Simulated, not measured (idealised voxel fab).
A process module follows: voxel capacitor over wiring.
Square cell edge 5 nm, section width 150 nm, ID cut.
Cross-section layout: square cells on a grid; listed as bands, top to bottom; a band spans one or more cell rows. The band entry comprises the height of the band's top followed by the height of its bottom, expressed in nm, and subsequently the band's materials from left to right, each stated together with its width in nm. Where a single material is marked with the word "all across", that material fills the band from edge to edge. The word "empty" represents empty space. Convention: height 0 is the level below which the wafer, as received, is all one material. The lowest band does not terminate at the bottom but continues downward, represented as "top 0, no bottom". Per-row width for "30 to 40": begins at first number (top row of band), ends at second number (bottom row), increment between rows held constant. "left unchanged" (step): cross-section cells unchanged, all of them. Entry "Closed empty spaces". Content: empty spaces with no open connection to the top, size 8 cells or greater. Each: width x height at distance. Distance: from left edge. Unit: nm. Formally, on a step line, whatever follows the settings is a remark that the simulator itself makes on the step. overlay nm: mask right of planned place by this much (step with mask). Neg. = left. Below you will find pairs of cross-sections. In each, one shows the wafer before one process step and the other after it, with the after view ending at the lowest band that changed. Under each pair is the step separating them, along with its settings. Do not assume the pairs form a chain: they can come from different runs of this module on the same starting wafer, and a pair continues from the pair above it only when its "Preceding state" entry says so.

### Preceding state
	top 35, bottom 30 = SiN all across
	top 30, bottom 0 = SiO2 all across
	top 0, no bottom = Si all across
	Closed empty spaces: none

### Resulting Cross-Section
	top 60, bottom 35 = lowk all across
	Under 35: no change, same as before.
	Closed empty spaces: none
What step was run between the cross-section before it and the cross-section after it, both above? DIRECTIONAL_DEP,material lowk,thk nm 25

Preceding state: see the after view in the pair directly above.

### Resulting Cross-Section
	top 80, bottom 60 = 15 resist | 25 empty | 70 resist | 25 empty | 15 resist
	Under 60: no change, same as before.
	Closed empty spaces: none
What step was run between the cross-section before it and the cross-section after it, both above? PATTERN,tone open,mask id METAL_1,material resist,width nm 25,pitch nm 95,thk nm 20,overlay nm 0

Preceding state: see the after view in the pair directly above.

### Resulting Cross-Section
	top 80, bottom 60 = 15 resist | 25 empty | 70 resist | 25 empty | 15 resist
	top 60, bottom 35 = 15 lowk | 25 empty | 70 lowk | 25 empty | 15 lowk
	Under 35: no change, same as before.
	Closed empty spaces: none
What step was run between the cross-section before it and the cross-section after it, both above? DIRECTIONAL_ETCH,etch materials lowk,depth nm 25

Preceding state: see the after view in the pair directly above.

### Resulting Cross-Section
	top 80, bottom 60 = 15 resist | 25 empty | 70 resist | 25 empty | 15 resist
	top 60, bottom 35 = 15 lowk | 25 empty | 70 lowk | 25 empty | 15 lowk
	top 35, bottom 30 = 15 SiN | 25 empty | 70 SiN | 25 empty | 15 SiN
	Under 30: no change, same as before.
	Closed empty spaces: none
What step was run between the cross-section before it and the cross-section after it, both above? DIRECTIONAL_ETCH,etch materials SiN,depth nm 5

Preceding state: see the after view in the pair directly above.

### Resulting Cross-Section
	top 60, bottom 35 = 15 lowk | 25 empty | 70 lowk | 25 empty | 15 lowk
	Under 35: no change, same as before.
	Closed empty spaces: none
What step was run between the cross-section before it and the cross-section after it, both above? STRIP,etch materials resist

Preceding state: see the after view in the pair directly above.

### Resulting Cross-Section
	top 65, bottom 60 = 20 TiN | 15 empty | 80 TiN | 15 empty | 20 TiN
	top 60, bottom 35 = 15 lowk | 5 TiN | 15 empty | 5 TiN | 70 lowk | 5 TiN | 15 empty | 5 TiN | 15 lowk
	top 35, bottom 30 = 15 SiN | 25 TiN | 70 SiN | 25 TiN | 15 SiN
	Under 30: no change, same as before.
	Closed empty spaces: none
What step was run between the cross-section before it and the cross-section after it, both above? CONFORMAL_DEP,material TiN,thk nm 5

Preceding state: see the after view in the pair directly above.

### Resulting Cross-Section
	top 75, bottom 65 = Cu all across
	top 65, bottom 60 = 20 TiN | 15 Cu | 80 TiN | 15 Cu | 20 TiN
	top 60, bottom 35 = 15 lowk | 5 TiN | 15 Cu | 5 TiN | 70 lowk | 5 TiN | 15 Cu | 5 TiN | 15 lowk
	Under 35: no change, same as before.
	Closed empty spaces: none
What step was run between the cross-section before it and the cross-section after it, both above? FILL_DEP,material Cu,thk nm 10

Preceding state: see the after view in the pair directly above.

### Resulting Cross-Section
	top 45, bottom 35 = 15 lowk | 5 TiN | 15 Cu | 5 TiN | 70 lowk | 5 TiN | 15 Cu | 5 TiN | 15 lowk
	Under 35: no change, same as before.
	Closed empty spaces: none
What step was run between the cross-section before it and the cross-section after it, both above? CMP,height nm 45

Preceding state: see the after view in the pair directly above.

### Resulting Cross-Section
	top 50, bottom 45 = SiCN all across
	Under 45: no change, same as before.
	Closed empty spaces: none
What step was run between the cross-section before it and the cross-section after it, both above? CONFORMAL_DEP,material SiCN,thk nm 5

Preceding state: see the after view in the pair directly above.

### Resulting Cross-Section
	top 70, bottom 50 = lowk all across
	Under 50: no change, same as before.
	Closed empty spaces: none
What step was run between the cross-section before it and the cross-section after it, both above? DIRECTIONAL_DEP,material lowk,thk nm 20

Preceding state: see the after view in the pair directly above.

### Resulting Cross-Section
	top 85, bottom 70 = aC all across
	Under 70: no change, same as before.
	Closed empty spaces: none
What step was run between the cross-section before it and the cross-section after it, both above? DIRECTIONAL_DEP,material aC,thk nm 15

Preceding state: see the after view in the pair directly above.

### Resulting Cross-Section
	top 120, bottom 85 = 25 resist | 15 empty | 110 resist
	Under 85: no change, same as before.
	Closed empty spaces: none
What step was run between the cross-section before it and the cross-section after it, both above? PATTERN,tone open,mask id PLUG_1,material resist,width nm 15,thk nm 35,overlay nm 0

Preceding state: see the after view in the pair directly above.

### Resulting Cross-Section
	top 105, bottom 85 = 25 resist | 15 empty | 110 resist
	top 85, bottom 70 = 25 aC | 15 empty | 110 aC
	Under 70: no change, same as before.
	Closed empty spaces: none
What step was run between the cross-section before it and the cross-section after it, both above? DIRECTIONAL_ETCH,etch materials aC,depth nm 15

Preceding state: see the after view in the pair directly above.

### Resulting Cross-Section
	top 85, bottom 70 = 25 aC | 15 empty | 110 aC
	Under 70: no change, same as before.
	Closed empty spaces: none
What step was run between the cross-section before it and the cross-section after it, both above? STRIP,etch materials resist

Preceding state: see the after view in the pair directly above.

### Resulting Cross-Section
	top 85, bottom 70 = 25 aC | 15 empty | 110 aC
	top 70, bottom 50 = 25 lowk | 15 empty | 110 lowk
	Under 50: no change, same as before.
	Closed empty spaces: none
What step was run between the cross-section before it and the cross-section after it, both above? DIRECTIONAL_ETCH,etch materials lowk,depth nm 20

Preceding state: see the after view in the pair directly above.

### Resulting Cross-Section
	top 85, bottom 70 = 25 aC | 15 empty | 110 aC
	top 70, bottom 50 = 25 lowk | 15 empty | 110 lowk
	top 50, bottom 45 = 25 SiCN | 15 empty | 110 SiCN
	Under 45: no change, same as before.
	Closed empty spaces: none
What step was run between the cross-section before it and the cross-section after it, both above? DIRECTIONAL_ETCH,etch materials SiCN,depth nm 5

Preceding state: see the after view in the pair directly above.

### Resulting Cross-Section
	top 70, bottom 50 = 25 lowk | 15 empty | 110 lowk
	Under 50: no change, same as before.
	Closed empty spaces: none
What step was run between the cross-section before it and the cross-section after it, both above? STRIP,etch materials aC

Preceding state: see the after view in the pair directly above.

### Resulting Cross-Section
	top 75, bottom 70 = 30 TiN | 5 empty | 115 TiN
	top 70, bottom 50 = 25 lowk | 5 TiN | 5 empty | 5 TiN | 110 lowk
	top 50, bottom 45 = 25 SiCN | 15 TiN | 110 SiCN
	Under 45: no change, same as before.
	Closed empty spaces: none
What step was run between the cross-section before it and the cross-section after it, both above? CONFORMAL_DEP,material TiN,thk nm 5

Preceding state: see the after view in the pair directly above.

### Resulting Cross-Section
	top 85, bottom 75 = Ru all across
	top 75, bottom 70 = 30 TiN | 5 Ru | 115 TiN
	top 70, bottom 50 = 25 lowk | 5 TiN | 5 Ru | 5 TiN | 110 lowk
	Under 50: no change, same as before.
	Closed empty spaces: none
What step was run between the cross-section before it and the cross-section after it, both above? FILL_DEP,material Ru,thk nm 10

Preceding state: see the after view in the pair directly above.

### Resulting Cross-Section
	top 70, bottom 50 = 25 lowk | 5 TiN | 5 Ru | 5 TiN | 110 lowk
	Under 50: no change, same as before.
	Closed empty spaces: none
What step was run between the cross-section before it and the cross-section after it, both above? CMP,height nm 70

Preceding state: see the after view in the pair directly above.

### Resulting Cross-Section
	top 75, bottom 70 = TiN all across
	Under 70: no change, same as before.
	Closed empty spaces: none
What step was run between the cross-section before it and the cross-section after it, both above? DIRECTIONAL_DEP,material TiN,thk nm 5

Preceding state: see the after view in the pair directly above.

### Resulting Cross-Section
	top 80, bottom 75 = Al2O3 all across
	Under 75: no change, same as before.
	Closed empty spaces: none
What step was run between the cross-section before it and the cross-section after it, both above? DIRECTIONAL_DEP,material Al2O3,thk nm 5

Preceding state: see the after view in the pair directly above.

### Resulting Cross-Section
	top 90, bottom 80 = TiN all across
	Under 80: no change, same as before.
	Closed empty spaces: none
What step was run between the cross-section before it and the cross-section after it, both above? DIRECTIONAL_DEP,material TiN,thk nm 10

Preceding state: see the after view in the pair directly above.

### Resulting Cross-Section
	top 100, bottom 90 = aC all across
	Under 90: no change, same as before.
	Closed empty spaces: none
What step was run between the cross-section before it and the cross-section after it, both above? DIRECTIONAL_DEP,material aC,thk nm 10

Preceding state: see the after view in the pair directly above.

### Resulting Cross-Section
	top 130, bottom 100 = 25 empty | 75 resist | 50 empty
	Under 100: no change, same as before.
	Closed empty spaces: none
What step was run between the cross-section before it and the cross-section after it, both above? PATTERN,tone cover,mask id UPPER_PLATE,material resist,width nm 75,thk nm 30,overlay nm 0

Preceding state: see the after view in the pair directly above.

### Resulting Cross-Section
	top 120, bottom 100 = 25 empty | 75 resist | 50 empty
	top 100, bottom 90 = 25 empty | 75 aC | 50 empty
	Under 90: no change, same as before.
	Closed empty spaces: none
What step was run between the cross-section before it and the cross-section after it, both above? DIRECTIONAL_ETCH,etch materials aC,depth nm 10

Preceding state: see the after view in the pair directly above.

### Resulting Cross-Section
	top 100, bottom 90 = 25 empty | 75 aC | 50 empty
	Under 90: no change, same as before.
	Closed empty spaces: none
What step was run between the cross-section before it and the cross-section after it, both above? STRIP,etch materials resist

Preceding state: see the after view in the pair directly above.

### Resulting Cross-Section
	top 100, bottom 90 = 25 empty | 75 aC | 50 empty
	top 90, bottom 80 = 25 empty | 75 TiN | 50 empty
	Under 80: no change, same as before.
	Closed empty spaces: none
What step was run between the cross-section before it and the cross-section after it, both above? DIRECTIONAL_ETCH,etch materials TiN,depth nm 10

Preceding state: see the after view in the pair directly above.

### Resulting Cross-Section
	top 100, bottom 90 = 25 empty | 75 aC | 50 empty
	top 90, bottom 80 = 25 empty | 75 TiN | 50 empty
	top 80, bottom 75 = 25 empty | 75 Al2O3 | 50 empty
	Under 75: no change, same as before.
	Closed empty spaces: none
What step was run between the cross-section before it and the cross-section after it, both above? DIRECTIONAL_ETCH,etch materials Al2O3,depth nm 5

Preceding state: see the after view in the pair directly above.

### Resulting Cross-Section
	top 90, bottom 80 = 25 empty | 75 TiN | 50 empty
	Under 80: no change, same as before.
	Closed empty spaces: none
What step was run between the cross-section before it and the cross-section after it, both above? STRIP,etch materials aC

Preceding state: see the after view in the pair directly above.

### Resulting Cross-Section
	top 90, bottom 80 = 25 empty | 75 TiN | 50 empty
	top 80, bottom 75 = 25 empty | 75 Al2O3 | 50 empty
	top 75, bottom 70 = 20 empty | 85 TiN | 45 empty
	Under 70: no change, same as before.
	Closed empty spaces: none
What step was run between the cross-section before it and the cross-section after it, both above? MASKED_ETCH,tone cover,mask id LOWER_PLATE,width nm 85,etch materials TiN,depth nm 5,overlay nm 0

Preceding state: see the after view in the pair directly above.

### Resulting Cross-Section
	top 110, bottom 90 = SiO2 all across
	top 90, bottom 80 = 25 SiO2 | 75 TiN | 50 SiO2
	top 80, bottom 75 = 25 SiO2 | 75 Al2O3 | 50 SiO2
	top 75, bottom 70 = 20 SiO2 | 85 TiN | 45 SiO2
	Under 70: no change, same as before.
	Closed empty spaces: none
What step was run between the cross-section before it and the cross-section after it, both above? FILL_DEP,material SiO2,thk nm 20

Preceding state: see the after view in the pair directly above.

### Resulting Cross-Section
	top 105, bottom 90 = SiO2 all across
	Under 90: no change, same as before.
	Closed empty spaces: none
What step was run between the cross-section before it and the cross-section after it, both above? CMP,height nm 105

Preceding state: see the after view in the pair directly above.

### Resulting Cross-Section
	top 120, bottom 105 = aC all across
	Under 105: no change, same as before.
	Closed empty spaces: none
What step was run between the cross-section before it and the cross-section after it, both above? DIRECTIONAL_DEP,material aC,thk nm 15

Preceding state: see the after view in the pair directly above.

### Resulting Cross-Section
	top 150, bottom 120 = 35 resist | 15 empty | 100 resist
	Under 120: no change, same as before.
	Closed empty spaces: none
What step was run between the cross-section before it and the cross-section after it, both above? PATTERN,tone open,mask id PLUG_2,material resist,width nm 15,thk nm 30,overlay nm 0

Preceding state: see the after view in the pair directly above.

### Resulting Cross-Section
	top 135, bottom 120 = 35 resist | 15 empty | 100 resist
	top 120, bottom 105 = 35 aC | 15 empty | 100 aC
	Under 105: no change, same as before.
	Closed empty spaces: none
What step was run between the cross-section before it and the cross-section after it, both above? DIRECTIONAL_ETCH,etch materials aC,depth nm 15

Preceding state: see the after view in the pair directly above.

### Resulting Cross-Section
	top 120, bottom 105 = 35 aC | 15 empty | 100 aC
	Under 105: no change, same as before.
	Closed empty spaces: none
What step was run between the cross-section before it and the cross-section after it, both above? STRIP,etch materials resist

Preceding state: see the after view in the pair directly above.

### Resulting Cross-Section
	top 120, bottom 105 = 35 aC | 15 empty | 100 aC
	top 105, bottom 90 = 35 SiO2 | 15 empty | 100 SiO2
	Under 90: no change, same as before.
	Closed empty spaces: none
What step was run between the cross-section before it and the cross-section after it, both above? DIRECTIONAL_ETCH,etch materials SiO2,depth nm 15

Preceding state: see the after view in the pair directly above.

### Resulting Cross-Section
	top 105, bottom 90 = 35 SiO2 | 15 empty | 100 SiO2
	Under 90: no change, same as before.
	Closed empty spaces: none
What step was run between the cross-section before it and the cross-section after it, both above? STRIP,etch materials aC

Preceding state: see the after view in the pair directly above.

### Resulting Cross-Section
	top 110, bottom 105 = 40 TiN | 5 empty | 105 TiN
	top 105, bottom 95 = 35 SiO2 | 5 TiN | 5 empty | 5 TiN | 100 SiO2
	top 95, bottom 90 = 35 SiO2 | 15 TiN | 100 SiO2
	Under 90: no change, same as before.
	Closed empty spaces: none
What step was run between the cross-section before it and the cross-section after it, both above? CONFORMAL_DEP,material TiN,thk nm 5

Preceding state: see the after view in the pair directly above.

### Resulting Cross-Section
	top 120, bottom 110 = Cu all across
	top 110, bottom 105 = 40 TiN | 5 Cu | 105 TiN
	top 105, bottom 95 = 35 SiO2 | 5 TiN | 5 Cu | 5 TiN | 100 SiO2
	Under 95: no change, same as before.
	Closed empty spaces: none
What step was run between the cross-section before it and the cross-section after it, both above? FILL_DEP,material Cu,thk nm 10

Preceding state: see the after view in the pair directly above.

### Resulting Cross-Section
	top 105, bottom 95 = 35 SiO2 | 5 TiN | 5 Cu | 5 TiN | 100 SiO2
	Under 95: no change, same as before.
	Closed empty spaces: none
What step was run between the cross-section before it and the cross-section after it, both above? CMP,height nm 105

Preceding state: see the after view in the pair directly above.

### Resulting Cross-Section
	top 110, bottom 105 = SiN all across
	Under 105: no change, same as before.
	Closed empty spaces: none
What step was run between the cross-section before it and the cross-section after it, both above? CONFORMAL_DEP,material SiN,thk nm 5

### Preceding state
	top 45, bottom 20 = 15 lowk | 5 TiN | 15 Cu | 5 TiN | 70 lowk | 5 TiN | 15 Cu | 5 TiN | 15 lowk
	top 20, bottom 15 = 15 SiN | 25 TiN | 70 SiN | 25 TiN | 15 SiN
	top 15, bottom 0 = SiO2 all across
	top 0, no bottom = Si all across
	Closed empty spaces: none

### Resulting Cross-Section
	top 65, bottom 45 = lowk all across
	Under 45: no change, same as before.
	Closed empty spaces: none
What step was run between the cross-section before it and the cross-section after it, both above? DIRECTIONAL_DEP,material lowk,thk nm 20

Preceding state: see the after view in the pair directly above.

### Resulting Cross-Section
	top 70, bottom 65 = SiCN all across
	Under 65: no change, same as before.
	Closed empty spaces: none
What step was run between the cross-section before it and the cross-section after it, both above? CONFORMAL_DEP,material SiCN,thk nm 5

Preceding state: see the after view in the pair directly above.

### Resulting Cross-Section
	top 85, bottom 70 = aC all across
	Under 70: no change, same as before.
	Closed empty spaces: none
What step was run between the cross-section before it and the cross-section after it, both above? DIRECTIONAL_DEP,material aC,thk nm 15

Preceding state: see the after view in the pair directly above.

### Resulting Cross-Section
	top 120, bottom 85 = 25 resist | 15 empty | 110 resist
	Under 85: no change, same as before.
	Closed empty spaces: none
What step was run between the cross-section before it and the cross-section after it, both above? PATTERN,tone open,mask id PLUG_1,material resist,width nm 15,thk nm 35,overlay nm 0

Preceding state: see the after view in the pair directly above.

### Resulting Cross-Section
	top 105, bottom 85 = 25 resist | 15 empty | 110 resist
	top 85, bottom 70 = 25 aC | 15 empty | 110 aC
	Under 70: no change, same as before.
	Closed empty spaces: none
What step was run between the cross-section before it and the cross-section after it, both above? DIRECTIONAL_ETCH,etch materials aC,depth nm 15

Preceding state: see the after view in the pair directly above.

### Resulting Cross-Section
	top 85, bottom 70 = 25 aC | 15 empty | 110 aC
	Under 70: no change, same as before.
	Closed empty spaces: none
What step was run between the cross-section before it and the cross-section after it, both above? STRIP,etch materials resist

Preceding state: see the after view in the pair directly above.

### Resulting Cross-Section
	top 85, bottom 70 = 25 aC | 15 empty | 110 aC
	top 70, bottom 65 = 25 SiCN | 15 empty | 110 SiCN
	Under 65: no change, same as before.
	Closed empty spaces: none
What step was run between the cross-section before it and the cross-section after it, both above? DIRECTIONAL_ETCH,etch materials SiCN,depth nm 5

Preceding state: see the after view in the pair directly above.

### Resulting Cross-Section
	top 70, bottom 65 = 25 SiCN | 15 empty | 110 SiCN
	Under 65: no change, same as before.
	Closed empty spaces: none
What step was run between the cross-section before it and the cross-section after it, both above? STRIP,etch materials aC

Preceding state: see the after view in the pair directly above.

### Resulting Cross-Section
	top 75, bottom 70 = 30 TiN | 5 empty | 115 TiN
	top 70, bottom 65 = 25 SiCN | 15 TiN | 110 SiCN
	Under 65: no change, same as before.
	Closed empty spaces: none
What step was run between the cross-section before it and the cross-section after it, both above? CONFORMAL_DEP,material TiN,thk nm 5

Preceding state: see the after view in the pair directly above.

### Resulting Cross-Section
	top 85, bottom 75 = Ru all across
	top 75, bottom 70 = 30 TiN | 5 Ru | 115 TiN
	Under 70: no change, same as before.
	Closed empty spaces: none
What step was run between the cross-section before it and the cross-section after it, both above? FILL_DEP,material Ru,thk nm 10

Preceding state: see the after view in the pair directly above.

### Resulting Cross-Section
	top 70, bottom 65 = 25 SiCN | 15 TiN | 110 SiCN
	Under 65: no change, same as before.
	Closed empty spaces: none
What step was run between the cross-section before it and the cross-section after it, both above? CMP,height nm 70

Preceding state: see the after view in the pair directly above.

### Resulting Cross-Section
	top 75, bottom 70 = TiN all across
	Under 70: no change, same as before.
	Closed empty spaces: none
What step was run between the cross-section before it and the cross-section after it, both above? DIRECTIONAL_DEP,material TiN,thk nm 5

Preceding state: see the after view in the pair directly above.

### Resulting Cross-Section
	top 80, bottom 75 = Al2O3 all across
	Under 75: no change, same as before.
	Closed empty spaces: none
What step was run between the cross-section before it and the cross-section after it, both above? DIRECTIONAL_DEP,material Al2O3,thk nm 5

Preceding state: see the after view in the pair directly above.

### Resulting Cross-Section
	top 90, bottom 80 = TiN all across
	Under 80: no change, same as before.
	Closed empty spaces: none
What step was run between the cross-section before it and the cross-section after it, both above? DIRECTIONAL_DEP,material TiN,thk nm 10

Preceding state: see the after view in the pair directly above.

### Resulting Cross-Section
	top 100, bottom 90 = aC all across
	Under 90: no change, same as before.
	Closed empty spaces: none
What step was run between the cross-section before it and the cross-section after it, both above? DIRECTIONAL_DEP,material aC,thk nm 10

Preceding state: see the after view in the pair directly above.

### Resulting Cross-Section
	top 130, bottom 100 = 25 empty | 75 resist | 50 empty
	Under 100: no change, same as before.
	Closed empty spaces: none
What step was run between the cross-section before it and the cross-section after it, both above? PATTERN,tone cover,mask id UPPER_PLATE,material resist,width nm 75,thk nm 30,overlay nm 0

Preceding state: see the after view in the pair directly above.

### Resulting Cross-Section
	top 120, bottom 100 = 25 empty | 75 resist | 50 empty
	top 100, bottom 90 = 25 empty | 75 aC | 50 empty
	Under 90: no change, same as before.
	Closed empty spaces: none
What step was run between the cross-section before it and the cross-section after it, both above? DIRECTIONAL_ETCH,etch materials aC,depth nm 10

Preceding state: see the after view in the pair directly above.

### Resulting Cross-Section
	top 100, bottom 90 = 25 empty | 75 aC | 50 empty
	Under 90: no change, same as before.
	Closed empty spaces: none
What step was run between the cross-section before it and the cross-section after it, both above? STRIP,etch materials resist

Preceding state: see the after view in the pair directly above.

### Resulting Cross-Section
	top 100, bottom 90 = 25 empty | 75 aC | 50 empty
	top 90, bottom 80 = 25 empty | 75 TiN | 50 empty
	Under 80: no change, same as before.
	Closed empty spaces: none
What step was run between the cross-section before it and the cross-section after it, both above? DIRECTIONAL_ETCH,etch materials TiN,depth nm 10

Preceding state: see the after view in the pair directly above.

### Resulting Cross-Section
	top 100, bottom 90 = 25 empty | 75 aC | 50 empty
	top 90, bottom 80 = 25 empty | 75 TiN | 50 empty
	top 80, bottom 75 = 25 empty | 75 Al2O3 | 50 empty
	Under 75: no change, same as before.
	Closed empty spaces: none
What step was run between the cross-section before it and the cross-section after it, both above? DIRECTIONAL_ETCH,etch materials Al2O3,depth nm 5

Preceding state: see the after view in the pair directly above.

### Resulting Cross-Section
	top 90, bottom 80 = 25 empty | 75 TiN | 50 empty
	Under 80: no change, same as before.
	Closed empty spaces: none
What step was run between the cross-section before it and the cross-section after it, both above? STRIP,etch materials aC

Preceding state: see the after view in the pair directly above.

### Resulting Cross-Section
	top 90, bottom 80 = 25 empty | 75 TiN | 50 empty
	top 80, bottom 75 = 25 empty | 75 Al2O3 | 50 empty
	top 75, bottom 70 = 20 empty | 85 TiN | 45 empty
	Under 70: no change, same as before.
	Closed empty spaces: none
What step was run between the cross-section before it and the cross-section after it, both above? MASKED_ETCH,tone cover,mask id LOWER_PLATE,width nm 85,etch materials TiN,depth nm 5,overlay nm 0

Preceding state: see the after view in the pair directly above.

### Resulting Cross-Section
	top 110, bottom 90 = SiO2 all across
	top 90, bottom 80 = 25 SiO2 | 75 TiN | 50 SiO2
	top 80, bottom 75 = 25 SiO2 | 75 Al2O3 | 50 SiO2
	top 75, bottom 70 = 20 SiO2 | 85 TiN | 45 SiO2
	Under 70: no change, same as before.
	Closed empty spaces: none
What step was run between the cross-section before it and the cross-section after it, both above? FILL_DEP,material SiO2,thk nm 20

Preceding state: see the after view in the pair directly above.

### Resulting Cross-Section
	top 105, bottom 90 = SiO2 all across
	Under 90: no change, same as before.
	Closed empty spaces: none
What step was run between the cross-section before it and the cross-section after it, both above? CMP,height nm 105

Preceding state: see the after view in the pair directly above.

### Resulting Cross-Section
	top 120, bottom 105 = aC all across
	Under 105: no change, same as before.
	Closed empty spaces: none
What step was run between the cross-section before it and the cross-section after it, both above? DIRECTIONAL_DEP,material aC,thk nm 15

Preceding state: see the after view in the pair directly above.

### Resulting Cross-Section
	top 150, bottom 120 = 35 resist | 15 empty | 100 resist
	Under 120: no change, same as before.
	Closed empty spaces: none
What step was run between the cross-section before it and the cross-section after it, both above? PATTERN,tone open,mask id PLUG_2,material resist,width nm 15,thk nm 30,overlay nm 0

Preceding state: see the after view in the pair directly above.

### Resulting Cross-Section
	top 135, bottom 120 = 35 resist | 15 empty | 100 resist
	top 120, bottom 105 = 35 aC | 15 empty | 100 aC
	Under 105: no change, same as before.
	Closed empty spaces: none
What step was run between the cross-section before it and the cross-section after it, both above? DIRECTIONAL_ETCH,etch materials aC,depth nm 15

Preceding state: see the after view in the pair directly above.

### Resulting Cross-Section
	top 120, bottom 105 = 35 aC | 15 empty | 100 aC
	Under 105: no change, same as before.
	Closed empty spaces: none
What step was run between the cross-section before it and the cross-section after it, both above? STRIP,etch materials resist

Preceding state: see the after view in the pair directly above.

### Resulting Cross-Section
	top 120, bottom 105 = 35 aC | 15 empty | 100 aC
	top 105, bottom 90 = 35 SiO2 | 15 empty | 100 SiO2
	Under 90: no change, same as before.
	Closed empty spaces: none
What step was run between the cross-section before it and the cross-section after it, both above? DIRECTIONAL_ETCH,etch materials SiO2,depth nm 15

Preceding state: see the after view in the pair directly above.

### Resulting Cross-Section
	top 105, bottom 90 = 35 SiO2 | 15 empty | 100 SiO2
	Under 90: no change, same as before.
	Closed empty spaces: none
What step was run between the cross-section before it and the cross-section after it, both above? STRIP,etch materials aC

Preceding state: see the after view in the pair directly above.

### Resulting Cross-Section
	top 110, bottom 105 = 40 TiN | 5 empty | 105 TiN
	top 105, bottom 95 = 35 SiO2 | 5 TiN | 5 empty | 5 TiN | 100 SiO2
	top 95, bottom 90 = 35 SiO2 | 15 TiN | 100 SiO2
	Under 90: no change, same as before.
	Closed empty spaces: none
What step was run between the cross-section before it and the cross-section after it, both above? CONFORMAL_DEP,material TiN,thk nm 5

Preceding state: see the after view in the pair directly above.

### Resulting Cross-Section
	top 120, bottom 110 = Cu all across
	top 110, bottom 105 = 40 TiN | 5 Cu | 105 TiN
	top 105, bottom 95 = 35 SiO2 | 5 TiN | 5 Cu | 5 TiN | 100 SiO2
	Under 95: no change, same as before.
	Closed empty spaces: none
What step was run between the cross-section before it and the cross-section after it, both above? FILL_DEP,material Cu,thk nm 10

Preceding state: see the after view in the pair directly above.

### Resulting Cross-Section
	top 105, bottom 95 = 35 SiO2 | 5 TiN | 5 Cu | 5 TiN | 100 SiO2
	Under 95: no change, same as before.
	Closed empty spaces: none
What step was run between the cross-section before it and the cross-section after it, both above? CMP,height nm 105

Preceding state: see the after view in the pair directly above.

### Resulting Cross-Section
	top 110, bottom 105 = SiN all across
	Under 105: no change, same as before.
	Closed empty spaces: none
What step was run between the cross-section before it and the cross-section after it, both above? CONFORMAL_DEP,material SiN,thk nm 5

### Preceding state
	top 100, bottom 90 = 25 empty | 75 aC | 50 empty
	top 90, bottom 80 = TiN all across
	top 80, bottom 75 = Al2O3 all across
	top 75, bottom 70 = TiN all across
	top 70, bottom 50 = 25 lowk | 5 TiN | 5 Ru | 5 TiN | 110 lowk
	top 50, bottom 45 = 25 SiCN | 15 TiN | 110 SiCN
	top 45, bottom 20 = 15 lowk | 5 TiN | 15 Cu | 5 TiN | 70 lowk | 5 TiN | 15 Cu | 5 TiN | 15 lowk
	top 20, bottom 15 = 15 SiN | 25 TiN | 70 SiN | 25 TiN | 15 SiN
	top 15, bottom 0 = SiO2 all across
	top 0, no bottom = Si all across
	Closed empty spaces: none

### Resulting Cross-Section
	top 100, bottom 90 = 25 empty | 75 aC | 50 empty
	top 90, bottom 85 = 25 empty | 75 TiN | 50 empty
	Under 85: no change, same as before.
	Closed empty spaces: none
What step was run between the cross-section before it and the cross-section after it, both above? DIRECTIONAL_ETCH,etch materials TiN,depth nm 5

Preceding state: see the after view in the pair directly above.

### Resulting Cross-Section
	top 90, bottom 85 = 25 empty | 75 TiN | 50 empty
	Under 85: no change, same as before.
	Closed empty spaces: none
What step was run between the cross-section before it and the cross-section after it, both above? STRIP,etch materials aC

Preceding state: see the after view in the pair directly above.

### Resulting Cross-Section
	top 90, bottom 80 = 25 to 20 empty | 75 to 85 TiN | 50 to 45 empty
	Under 80: no change, same as before.
	Closed empty spaces: none
What step was run between the cross-section before it and the cross-section after it, both above? MASKED_ETCH,tone cover,mask id LOWER_PLATE,width nm 85,etch materials TiN,depth nm 5,overlay nm 0

Preceding state: see the after view in the pair directly above.

### Resulting Cross-Section
	top 110, bottom 90 = SiO2 all across
	top 90, bottom 80 = 25 to 20 SiO2 | 75 to 85 TiN | 50 to 45 SiO2
	Under 80: no change, same as before.
	Closed empty spaces: none
What step was run between the cross-section before it and the cross-section after it, both above? FILL_DEP,material SiO2,thk nm 20

Preceding state: see the after view in the pair directly above.

### Resulting Cross-Section
	top 105, bottom 90 = SiO2 all across
	Under 90: no change, same as before.
	Closed empty spaces: none
What step was run between the cross-section before it and the cross-section after it, both above? CMP,height nm 105

Preceding state: see the after view in the pair directly above.

### Resulting Cross-Section
	top 120, bottom 105 = aC all across
	Under 105: no change, same as before.
	Closed empty spaces: none
What step was run between the cross-section before it and the cross-section after it, both above? DIRECTIONAL_DEP,material aC,thk nm 15

Preceding state: see the after view in the pair directly above.

### Resulting Cross-Section
	top 150, bottom 120 = 35 resist | 15 empty | 100 resist
	Under 120: no change, same as before.
	Closed empty spaces: none
What step was run between the cross-section before it and the cross-section after it, both above? PATTERN,tone open,mask id PLUG_2,material resist,width nm 15,thk nm 30,overlay nm 0

Preceding state: see the after view in the pair directly above.

### Resulting Cross-Section
	top 135, bottom 120 = 35 resist | 15 empty | 100 resist
	top 120, bottom 105 = 35 aC | 15 empty | 100 aC
	Under 105: no change, same as before.
	Closed empty spaces: none
What step was run between the cross-section before it and the cross-section after it, both above? DIRECTIONAL_ETCH,etch materials aC,depth nm 15

Preceding state: see the after view in the pair directly above.

### Resulting Cross-Section
	top 120, bottom 105 = 35 aC | 15 empty | 100 aC
	Under 105: no change, same as before.
	Closed empty spaces: none
What step was run between the cross-section before it and the cross-section after it, both above? STRIP,etch materials resist

Preceding state: see the after view in the pair directly above.

### Resulting Cross-Section
	top 120, bottom 105 = 35 aC | 15 empty | 100 aC
	top 105, bottom 90 = 35 SiO2 | 15 empty | 100 SiO2
	Under 90: no change, same as before.
	Closed empty spaces: none
What step was run between the cross-section before it and the cross-section after it, both above? DIRECTIONAL_ETCH,etch materials SiO2,depth nm 15

Preceding state: see the after view in the pair directly above.

### Resulting Cross-Section
	top 105, bottom 90 = 35 SiO2 | 15 empty | 100 SiO2
	Under 90: no change, same as before.
	Closed empty spaces: none
What step was run between the cross-section before it and the cross-section after it, both above? STRIP,etch materials aC

Preceding state: see the after view in the pair directly above.

### Resulting Cross-Section
	top 110, bottom 105 = 40 TiN | 5 empty | 105 TiN
	top 105, bottom 95 = 35 SiO2 | 5 TiN | 5 empty | 5 TiN | 100 SiO2
	top 95, bottom 85 = 35 to 25 SiO2 | 15 to 75 TiN | 100 to 50 SiO2
	Under 85: no change, same as before.
	Closed empty spaces: none
What step was run between the cross-section before it and the cross-section after it, both above? CONFORMAL_DEP,material TiN,thk nm 5
